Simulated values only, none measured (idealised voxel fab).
process module | voxel fin reveal
cross-section cut | 290 nm wide | cells 5 nm
A cross-section is a grid of square cells, given in bands from the top down. A band is one or more rows of cells.
Each band's line starts with the height of the band's top and of its bottom, in nm. Then come its materials from left to right, each with its width in nm. One material with "throughout" fills the band from edge to edge. "air" is empty space.
Height 0 is the level under which the wafer as received is all one material. The lowest band goes on downwards, as in "0 down".
A width such as "30 to 40" changes by the same amount from each row of cells to the next, from the band's top row to its bottom row.
"no change" after a step means that no cell of the cross-section changed.
closed voids: empty space of 8 cells or more with no open way to the top, each as width x height at its distance from the left edge, in nm
after a step's settings: what the simulator itself notes on the step
overlay nm, on a step with a mask: how far to the right of its planned place the mask lay; to the left if negative
plan
1 op RECEIVE | material Si
2 op CONFORMAL_DEP | material SiN | thk nm 5
3 op DIRECTIONAL_DEP | material aC | thk nm 10
4 op PATTERN | tone cover | mask id FINS | material resist | width nm 15 | pitch nm 35 | thk nm 30 | overlay nm 0
5 op DIRECTIONAL_ETCH | etch materials aC | depth nm 10
6 op STRIP | etch materials resist
7 op DIRECTIONAL_ETCH | etch materials SiN | depth nm 5
8 op DIRECTIONAL_ETCH | etch materials Si | depth nm 30
9 op STRIP | etch materials aC
10 op OXIDIZE | depth nm 5
11 op FILL_DEP | material SiO2 | thk nm 15
12 op CMP | height nm 5
13 op SELECTIVE_ETCH | etch materials SiO2 | depth nm 20
14 op STRIP | etch materials SiN
15 op CONFORMAL_DEP | material HfO2 | thk nm 5
as received, after step 1
  0 down: Si throughout
  closed voids: none
first wafer at the end, as planned
  5 to 0: air 120 | HfO2 15 | air 20 | HfO2 15 | air 120
  0 to -10: air 120 | HfO2 5 | Si 5 | HfO2 5 | air 20 | HfO2 5 | Si 5 | HfO2 5 | air 120
  -10 to -15: HfO2 125 | Si 5 | HfO2 30 | Si 5 | HfO2 125
  -15 to -35: SiO2 125 | Si 5 | SiO2 30 | Si 5 | SiO2 125
  -35 down: Si throughout
  closed voids: none
second wafer at the end: like start, like plan, one mistake
  5 to 0: air 120 | HfO2 15 | air 20 | HfO2 15 | air 120
  0 to -10: air 120 | HfO2 5 | Si 5 | HfO2 5 | air 20 | HfO2 5 | Si 5 | HfO2 5 | air 120
  -10 to -15: HfO2 105 | air 15 | HfO2 5 | Si 5 | HfO2 5 | air 20 | HfO2 5 | Si 5 | HfO2 5 | air 15 | HfO2 105
  -15 to -20: SiO2 100 | HfO2 25 | Si 5 | HfO2 30 | Si 5 | HfO2 25 | SiO2 100
  -20 to -35: SiO2 125 | Si 5 | SiO2 30 | Si 5 | SiO2 125
  -35 down: Si throughout
  closed voids: none
what went wrong: steps 13 and 14 were swapped
at the end the second wafer has, in cells: 6 more of HfO2 | 16 fewer of SiO2
